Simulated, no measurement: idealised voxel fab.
Process module, titled voxel ribs on slabs
FYI the section here is cut, 190 nm wide, cells are 5 nm squares.
The cross-sections in this document take the form of a grid made of square cells. They are written out as bands, in order from top to bottom. Each band consists of one or more rows of cells.
Band: top and bottom heights (nm) first, top before bottom; then materials from left to right, widths in nm. "full width" marks a sole material filling the band edge to edge. "blank" denotes empty space.
For the purposes of this specification, 0 denotes the height below which the wafer in its as-received condition is composed wholly of one material, and the lowermost band, lacking a lower limit, extends downward without end, as expressed in "0 down".
The two numbers in a width such as "30 to 40" mark its ends across the band: the first belongs to the top row of cells, the second to the bottom row, and from each row to the next the width moves by the same amount.
"nothing altered", as given for a step, is the statement that not any cell of the cross-section underwent a change during that step.
Reported under the label "Completely sealed voids" are the empty spaces having no open way to the top and comprising 8 cells or more; the notation for each is width x height at distance, in which the distance is measured from the left edge and all three values are in nm.
Step line, after settings: the simulator's comment on this step.
Regarding "overlay nm": on a step with a mask, it is the distance the mask lay to the right of its planned place; a negative value places it to the left.

Planned step list for the process
1) RECEIVE [material Si]
2) DIRECTIONAL_DEP [material SiO2] [thk nm 30]
3) DIRECTIONAL_DEP [material polySi] [thk nm 20]
4) DIRECTIONAL_DEP [material aC] [thk nm 10]
5) PATTERN [tone cover] [mask id RIB] [material resist] [width nm 30] [thk nm 30] [overlay nm 0]
6) DIRECTIONAL_ETCH [etch materials aC] [depth nm 10]
7) STRIP [etch materials resist]
8) DIRECTIONAL_ETCH [etch materials polySi] [depth nm 5]
9) STRIP [etch materials aC]
10) DIRECTIONAL_DEP [material aC] [thk nm 10]
11) PATTERN [tone cover] [mask id SLAB] [material resist] [width nm 80] [thk nm 25] [overlay nm 0]
12) DIRECTIONAL_ETCH [etch materials aC] [depth nm 10]
13) STRIP [etch materials resist]
14) DIRECTIONAL_ETCH [etch materials polySi] [depth nm 15]
15) STRIP [etch materials aC]
16) FILL_DEP [material SiO2] [thk nm 30]
17) CMP [height nm 70]
18) DIRECTIONAL_DEP [material TiN] [thk nm 5]
19) PATTERN [tone cover] [mask id HEATER] [material resist] [width nm 40] [thk nm 20] [overlay nm 0]
20) DIRECTIONAL_ETCH [etch materials TiN] [depth nm 5]
21) STRIP [etch materials resist]
22) CONFORMAL_DEP [material SiO2] [thk nm 10]

The first of the two wafers, which ran as planned

Wafer cross-section on receipt, i.e. after step 1
    0 down | Si full width
    Completely sealed voids: none

After step 2, in cross-section
    30 to 0 | SiO2 full width
    Below 0, the layers are the same as they were.

After step 3, in cross-section
    50 to 30 | polySi full width
    Below 30, the layers are the same as they were.

After step 4, in cross-section
    60 to 50 | aC full width
    Below 50, the layers are the same as they were.

After step 5, in cross-section
    90 to 60 | 80 of blank  30 of resist  80 of blank
    Below 60, the layers are the same as they were.

After step 6, in cross-section
    80 to 60 | 80 of blank  30 of resist  80 of blank
    60 to 50 | 80 of blank  30 of aC  80 of blank
    Below 50, the layers are the same as they were.

After step 7, in cross-section
    60 to 50 | 80 of blank  30 of aC  80 of blank
    Below 50, the layers are the same as they were.

After step 8, in cross-section
    60 to 50 | 80 of blank  30 of aC  80 of blank
    50 to 45 | 80 of blank  30 of polySi  80 of blank
    Below 45, the layers are the same as they were.

After step 9, in cross-section
    50 to 45 | 80 of blank  30 of polySi  80 of blank
    Below 45, the layers are the same as they were.

After step 10, in cross-section
    60 to 55 | 80 of blank  30 of aC  80 of blank
    55 to 50 | aC full width
    50 to 45 | 80 of aC  30 of polySi  80 of aC
    Below 45, the layers are the same as they were.

After step 11, in cross-section
    85 to 60 | 55 of blank  80 of resist  55 of blank
    60 to 55 | 55 of blank  25 of resist  30 of aC  25 of resist  55 of blank
    Below 55, the layers are the same as they were.

After step 12, in cross-section
    75 to 60 | 55 of blank  80 of resist  55 of blank
    60 to 55 | 55 of blank  25 of resist  30 of aC  25 of resist  55 of blank
    55 to 50 | 55 of blank  80 of aC  55 of blank
    50 to 45 | 55 of blank  25 of aC  30 of polySi  25 of aC  55 of blank
    Below 45, the layers are the same as they were.

After step 13, in cross-section
    60 to 50 | 80 to 55 of blank  30 to 80 of aC  80 to 55 of blank
    Below 50, the layers are the same as they were.

After step 14, in cross-section
    60 to 50 | 80 to 55 of blank  30 to 80 of aC  80 to 55 of blank
    50 to 45 | 55 of blank  25 of aC  30 of polySi  25 of aC  55 of blank
    45 to 30 | 55 of blank  80 of polySi  55 of blank
    Below 30, the layers are the same as they were.

After step 15, in cross-section
    50 to 45 | 80 of blank  30 of polySi  80 of blank
    Below 45, the layers are the same as they were.

After step 16, in cross-section
    80 to 50 | SiO2 full width
    50 to 45 | 80 of SiO2  30 of polySi  80 of SiO2
    45 to 30 | 55 of SiO2  80 of polySi  55 of SiO2
    Below 30, the layers are the same as they were.

After step 17, in cross-section
    70 to 50 | SiO2 full width
    Below 50, the layers are the same as they were.

After step 18, in cross-section
    75 to 70 | TiN full width
    Below 70, the layers are the same as they were.

After step 19, in cross-section
    95 to 75 | 75 of blank  40 of resist  75 of blank
    Below 75, the layers are the same as they were.

After step 20, in cross-section
    95 to 75 | 75 of blank  40 of resist  75 of blank
    75 to 70 | 75 of blank  40 of TiN  75 of blank
    Below 70, the layers are the same as they were.

After step 21, in cross-section
    75 to 70 | 75 of blank  40 of TiN  75 of blank
    Below 70, the layers are the same as they were.

After step 22, in cross-section
    85 to 80 | 65 of blank  60 of SiO2  65 of blank
    80 to 75 | SiO2 full width
    75 to 70 | 75 of SiO2  40 of TiN  75 of SiO2
    Below 70, the layers are the same as they were.

Now the other wafer: same start, same recipe, but we messed up one thing when running it. Up to and including step 1 it's the same as the first one

Cross-section of the second wafer corresponding to the planned conclusion of step 2
    20 to 0 | polySi full width
    Below 0, the layers are the same as they were.

Cross-section of the second wafer corresponding to the planned conclusion of step 3
    50 to 20 | SiO2 full width
    Below 20, the layers are the same as they were.

Cross-section of the second wafer corresponding to the planned conclusion of step 4
    60 to 50 | aC full width
    Below 50, the layers are the same as they were.

Cross-section of the second wafer corresponding to the planned conclusion of step 5
    90 to 60 | 80 of blank  30 of resist  80 of blank
    Below 60, the layers are the same as they were.

Cross-section of the second wafer corresponding to the planned conclusion of step 6
    80 to 60 | 80 of blank  30 of resist  80 of blank
    60 to 50 | 80 of blank  30 of aC  80 of blank
    Below 50, the layers are the same as they were.

Cross-section of the second wafer corresponding to the planned conclusion of step 7
    60 to 50 | 80 of blank  30 of aC  80 of blank
    Below 50, the layers are the same as they were.

Cross-section of the second wafer corresponding to the planned conclusion of step 8: nothing altered

Cross-section of the second wafer corresponding to the planned conclusion of step 9
    50 to 20 | SiO2 full width
    Below 20, the layers are the same as they were.

Cross-section of the second wafer corresponding to the planned conclusion of step 10
    60 to 50 | aC full width
    Below 50, the layers are the same as they were.

Cross-section of the second wafer corresponding to the planned conclusion of step 11
    85 to 60 | 55 of blank  80 of resist  55 of blank
    Below 60, the layers are the same as they were.

Cross-section of the second wafer corresponding to the planned conclusion of step 12
    75 to 60 | 55 of blank  80 of resist  55 of blank
    60 to 50 | 55 of blank  80 of aC  55 of blank
    Below 50, the layers are the same as they were.

Cross-section of the second wafer corresponding to the planned conclusion of step 13
    60 to 50 | 55 of blank  80 of aC  55 of blank
    Below 50, the layers are the same as they were.

Cross-section of the second wafer corresponding to the planned conclusion of step 14: nothing altered

Cross-section of the second wafer corresponding to the planned conclusion of step 15
    50 to 20 | SiO2 full width
    Below 20, the layers are the same as they were.

Cross-section of the second wafer corresponding to the planned conclusion of step 16
    80 to 20 | SiO2 full width
    Below 20, the layers are the same as they were.

Cross-section of the second wafer corresponding to the planned conclusion of step 17
    70 to 20 | SiO2 full width
    Below 20, the layers are the same as they were.

Cross-section of the second wafer corresponding to the planned conclusion of step 18
    75 to 70 | TiN full width
    Below 70, the layers are the same as they were.

Cross-section of the second wafer corresponding to the planned conclusion of step 19
    95 to 75 | 75 of blank  40 of resist  75 of blank
    Below 75, the layers are the same as they were.

Cross-section of the second wafer corresponding to the planned conclusion of step 20
    95 to 75 | 75 of blank  40 of resist  75 of blank
    75 to 70 | 75 of blank  40 of TiN  75 of blank
    Below 70, the layers are the same as they were.

Cross-section of the second wafer corresponding to the planned conclusion of step 21
    75 to 70 | 75 of blank  40 of TiN  75 of blank
    Below 70, the layers are the same as they were.

Cross-section of the second wafer corresponding to the planned conclusion of step 22
    85 to 80 | 65 of blank  60 of SiO2  65 of blank
    80 to 75 | SiO2 full width
    75 to 70 | 75 of SiO2  40 of TiN  75 of SiO2
    Below 70, the layers are the same as they were.
Processing error: the intended sequence of steps 2 and 3 was reversed during processing, with each occupying the position of the other
at the end the second wafer has, in cells: -98 SiO2; +98 polySi
